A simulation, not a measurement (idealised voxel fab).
process module | voxel ribs on slabs
cross-section cut | 295 nm wide | cells 5 nm
A cross-section is a grid of square cells, given in bands from the top down. A band is one or more rows of cells.
Each band's line starts with the height of the band's top and of its bottom, in nm. Then come its materials from left to right, each with its width in nm. One material with "throughout" fills the band from edge to edge. "air" is empty space.
Height 0 is the level under which the wafer as received is all one material. The lowest band goes on downwards, as in "0 down".
A width such as "30 to 40" changes by the same amount from each row of cells to the next, from the band's top row to its bottom row.
"no change" after a step means that no cell of the cross-section changed.
closed voids: empty space of 8 cells or more with no open way to the top, each as width x height at its distance from the left edge, in nm
after a step's settings: what the simulator itself notes on the step
overlay nm, on a step with a mask: how far to the right of its planned place the mask lay; to the left if negative
plan
1 op RECEIVE | material Si
2 op DIRECTIONAL_DEP | material SiO2 | thk nm 25
3 op DIRECTIONAL_DEP | material polySi | thk nm 15
4 op PATTERN | tone cover | mask id RIB | material resist | width nm 30 | thk nm 15 | overlay nm 0
5 op DIRECTIONAL_ETCH | etch materials polySi | depth nm 5
6 op STRIP | etch materials resist
7 op MASKED_ETCH | tone cover | mask id SLAB | width nm 60 | etch materials polySi | depth nm 10 | overlay nm 0
8 op FILL_DEP | material SiO2 | thk nm 20
9 op CMP | height nm 55
10 op DIRECTIONAL_DEP | material TiN | thk nm 5
11 op MASKED_ETCH | tone cover | mask id HEATER | width nm 40 | etch materials TiN | depth nm 5 | overlay nm 0
12 op CONFORMAL_DEP | material SiN | thk nm 5
as received, after step 1
  0 down: Si throughout
  closed voids: none
a wafer at the end: this start, this plan, one mistake
  60 to 55: air 125 | TiN 40 | air 130
  55 to 40: SiO2 throughout
  40 to 35: SiO2 130 | polySi 30 | SiO2 135
  35 to 25: SiO2 115 | polySi 60 | SiO2 120
  25 to 0: SiO2 throughout
  0 down: Si throughout
  closed voids: none
what went wrong: step 12 was left out
